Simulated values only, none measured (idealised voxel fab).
The following process module bears the name voxel transistor to metal.
Section cut is 260 nm wide and gridded with 5 nm square cells.
Cross-section = grid of square cells, listed top down in bands; band = one or more rows. Heads up on the band format: heights come first, top then bottom, in nm. After that it's the materials left to right, each with its width in nm. A single material flagged "full width" fills the whole band edge to edge, and "empty" means there's empty space there. The reference from which all heights are counted is 0, the level beneath which the as-received wafer is entirely one material; the lowest band, having no lower bound, proceeds downward and is written after the example "0 and below". You'd read "30 to 40" like this: the band's top row of cells is as wide as the first number, its bottom row is as wide as the second, and going down, every row changes width by the same amount as the row before did. Step marked "changes: none"? Then no cell in the cross-section changed in it. Each empty space that has no open way to the top and spans at least 8 cells appears under "Unvented internal voids" as width x height at distance, the distance counted from the left edge, all in nm. Where a step's line continues beyond its settings, the continuation is a remark by the simulator itself on that step. On any step carrying a mask, the "overlay nm" setting, if present on the step's line, tells how far right of its planned place the mask lay; negative values point to the left.
### Here's what the planned process steps look like
1 RECEIVE (material Si)
2 OXIDIZE (depth nm 5)
3 CONFORMAL_DEP (material SiN; thk nm 10)
4 PATTERN (tone cover; mask id ACTIVE; material resist; width nm 105; pitch nm 125; thk nm 15; overlay nm 0)
5 DIRECTIONAL_ETCH (etch materials SiN; depth nm 10)
6 DIRECTIONAL_ETCH (etch materials SiO2; depth nm 5)
7 DIRECTIONAL_ETCH (etch materials Si; depth nm 30)
8 STRIP (etch materials resist)
9 OXIDIZE (depth nm 5)
10 FILL_DEP (material SiO2; thk nm 15)
11 CMP (height nm 10)
12 SELECTIVE_ETCH (etch materials SiO2; depth nm 5)
13 STRIP (etch materials SiN)
14 SELECTIVE_ETCH (etch materials SiO2; depth nm 5)
15 OXIDIZE (depth nm 5)
16 DIRECTIONAL_DEP (material polySi; thk nm 30)
17 DIRECTIONAL_DEP (material SiCN; thk nm 10)
18 MASKED_ETCH (tone cover; mask id GATE; width nm 15; pitch nm 125; etch materials SiCN; depth nm 20; overlay nm 0)
19 MASKED_ETCH (tone cover; mask id GATE; width nm 15; pitch nm 125; etch materials polySi; depth nm 40; overlay nm 0)
20 CONFORMAL_DEP (material SiO2; thk nm 5)
21 DIRECTIONAL_ETCH (etch materials SiO2; depth nm 5)
22 CONFORMAL_DEP (material SiN; thk nm 10)
23 DIRECTIONAL_ETCH (etch materials SiN; depth nm 10)
24 DIRECTIONAL_ETCH (etch materials SiO2; depth nm 5)
25 EPI (material SiGe; thk nm 5)
26 FILL_DEP (material SiO2; thk nm 10)
27 CMP (height nm 35)
28 DIRECTIONAL_DEP (material SiO2; thk nm 15)
29 PATTERN (tone open; mask id CONTACT; material resist; width nm 20; thk nm 15; overlay nm 0)
30 DIRECTIONAL_ETCH (etch materials SiO2; depth nm 55)
31 STRIP (etch materials resist)
32 CONFORMAL_DEP (material TiN; thk nm 5)
33 FILL_DEP (material Ru; thk nm 5)
34 CMP (height nm 50)
35 CONFORMAL_DEP (material SiCN; thk nm 5)
36 DIRECTIONAL_DEP (material lowk; thk nm 15)
37 MASKED_ETCH (tone open; mask id METAL_1; width nm 20; etch materials lowk; depth nm 15; overlay nm 0)
38 MASKED_ETCH (tone open; mask id METAL_1; width nm 20; etch materials SiCN; depth nm 5; overlay nm 0)
39 CONFORMAL_DEP (material TiN; thk nm 5)
40 FILL_DEP (material W; thk nm 10)
41 CMP (height nm 70)
42 CONFORMAL_DEP (material SiCN; thk nm 5)
43 DIRECTIONAL_DEP (material SiO2; thk nm 35)
44 DIRECTIONAL_DEP (material aC; thk nm 10)
45 PATTERN (tone open; mask id METAL_2_HOLES; material resist; width nm 15; pitch nm 125; thk nm 30; overlay nm 0)
46 DIRECTIONAL_ETCH (etch materials aC; depth nm 10)
47 STRIP (etch materials resist)
48 DIRECTIONAL_ETCH (etch materials SiO2; depth nm 35)
49 STRIP (etch materials aC)
50 PATTERN (tone open; mask id METAL_2; material resist; width nm 20; pitch nm 125; thk nm 20; overlay nm 0)
51 DIRECTIONAL_ETCH (etch materials SiO2; depth nm 20)
52 DIRECTIONAL_ETCH (etch materials SiCN; depth nm 5)
53 STRIP (etch materials resist)
54 CONFORMAL_DEP (material TiN; thk nm 5)
55 FILL_DEP (material Cu; thk nm 5)
56 CMP (height nm 110)
57 CONFORMAL_DEP (material SiN; thk nm 5)
### Wafer at receipt (post step 1), cross-section
- 0 and below: Si full width
- Unvented internal voids: none
### As-planned run: cross-section of the first of two wafers at end of module
- 115 down to 110: SiN full width
- 110 down to 95: SiO2=25; TiN=5; Cu=10; TiN=5; SiO2=105; TiN=5; Cu=10; TiN=5; SiO2=90
- 95 down to 90: SiO2=25; TiN=5; Cu=5; TiN=10; SiO2=105; TiN=5; Cu=5; TiN=10; SiO2=90
- 90 down to 75: SiO2=25; TiN=5; Cu=5; TiN=5; SiO2=110; TiN=5; Cu=5; TiN=5; SiO2=95
- 75 down to 70: SiCN=25; TiN=15; SiCN=110; TiN=15; SiCN=95
- 70 down to 55: lowk=25; TiN=5; W=10; TiN=5; lowk=45; TiN=5; W=10; TiN=5; lowk=40; TiN=5; W=10; TiN=5; lowk=45; TiN=5; W=10; TiN=5; lowk=25
- 55 down to 50: SiCN=25; TiN=20; SiCN=45; TiN=20; SiCN=40; TiN=20; SiCN=45; TiN=20; SiCN=25
- 50 down to 35: SiO2=25; TiN=5; Ru=10; TiN=5; SiO2=45; TiN=5; Ru=10; TiN=5; SiO2=40; TiN=5; Ru=10; TiN=5; SiO2=45; TiN=5; Ru=10; TiN=5; SiO2=25
- 35 down to 25: SiO2=25; TiN=5; Ru=10; TiN=5; SiN=10; SiO2=5; SiCN=15; SiO2=5; SiN=10; TiN=5; Ru=10; TiN=5; SiO2=40; TiN=5; Ru=10; TiN=5; SiN=10; SiO2=5; SiCN=15; SiO2=5; SiN=10; TiN=5; Ru=10; TiN=5; SiO2=25
- 25 down to 0: SiO2=25; TiN=5; Ru=10; TiN=5; SiN=10; SiO2=5; polySi=15; SiO2=5; SiN=10; TiN=5; Ru=10; TiN=5; SiO2=40; TiN=5; Ru=10; TiN=5; SiN=10; SiO2=5; polySi=15; SiO2=5; SiN=10; TiN=5; Ru=10; TiN=5; SiO2=25
- 0 down to -5: SiO2=15; SiN=10; TiN=20; SiN=10; SiO2=5; polySi=15; SiO2=5; SiN=10; TiN=20; SiN=10; SiO2=20; SiN=10; TiN=20; SiN=10; SiO2=5; polySi=15; SiO2=5; SiN=10; TiN=20; SiN=10; SiO2=15
- -5 down to -10: SiO2=25; SiGe=20; SiO2=45; SiGe=20; SiO2=40; SiGe=20; SiO2=45; SiGe=20; SiO2=25
- -10 down to -40: SiO2=20; Si=95; SiO2=30; Si=95; SiO2=20
- -40 and below: Si full width
- Unvented internal voids: none
### Presented here is a cross-section of the second of the two wafers as it stood at the end of the module. It was started in the same manner and assigned the same plan as the first wafer; however, one mistake was made in its execution
- 115 down to 110: SiN full width
- 110 down to 105: SiO2=25; TiN=5; Cu=5; TiN=10; SiO2=105; TiN=5; Cu=5; TiN=10; SiO2=90
- 105 down to 90: SiO2=25; TiN=5; Cu=5; TiN=5; SiO2=110; TiN=5; Cu=5; TiN=5; SiO2=95
- 90 down to 85: SiCN=25; TiN=15; SiCN=110; TiN=15; SiCN=95
- 85 down to 75: W full width
- 75 down to 70: TiN=30; W=10; TiN=55; W=10; TiN=50; W=10; TiN=55; W=10; TiN=30
- 70 down to 55: lowk=25; TiN=5; W=10; TiN=5; lowk=45; TiN=5; W=10; TiN=5; lowk=40; TiN=5; W=10; TiN=5; lowk=45; TiN=5; W=10; TiN=5; lowk=25
- 55 down to 50: SiCN=25; TiN=20; SiCN=45; TiN=20; SiCN=40; TiN=20; SiCN=45; TiN=20; SiCN=25
- 50 down to 35: SiO2=25; TiN=5; Ru=10; TiN=5; SiO2=45; TiN=5; Ru=10; TiN=5; SiO2=40; TiN=5; Ru=10; TiN=5; SiO2=45; TiN=5; Ru=10; TiN=5; SiO2=25
- 35 down to 25: SiO2=25; TiN=5; Ru=10; TiN=5; SiN=10; SiO2=5; SiCN=15; SiO2=5; SiN=10; TiN=5; Ru=10; TiN=5; SiO2=40; TiN=5; Ru=10; TiN=5; SiN=10; SiO2=5; SiCN=15; SiO2=5; SiN=10; TiN=5; Ru=10; TiN=5; SiO2=25
- 25 down to 0: SiO2=25; TiN=5; Ru=10; TiN=5; SiN=10; SiO2=5; polySi=15; SiO2=5; SiN=10; TiN=5; Ru=10; TiN=5; SiO2=40; TiN=5; Ru=10; TiN=5; SiN=10; SiO2=5; polySi=15; SiO2=5; SiN=10; TiN=5; Ru=10; TiN=5; SiO2=25
- 0 down to -5: SiO2=15; SiN=10; TiN=20; SiN=10; SiO2=5; polySi=15; SiO2=5; SiN=10; TiN=20; SiN=10; SiO2=20; SiN=10; TiN=20; SiN=10; SiO2=5; polySi=15; SiO2=5; SiN=10; TiN=20; SiN=10; SiO2=15
- -5 down to -10: SiO2=25; SiGe=20; SiO2=45; SiGe=20; SiO2=40; SiGe=20; SiO2=45; SiGe=20; SiO2=25
- -10 down to -40: SiO2=20; Si=95; SiO2=30; Si=95; SiO2=20
- -40 and below: Si full width
- Unvented internal voids: none
What was the processing mistake? step 41 from the plan never happened, it was just skipped
The final cell counts differ between the wafers, with the second having more or fewer of some materials than the first: 12 fewer of Cu | 132 fewer of SiO2 | 32 more of TiN | 112 more of W
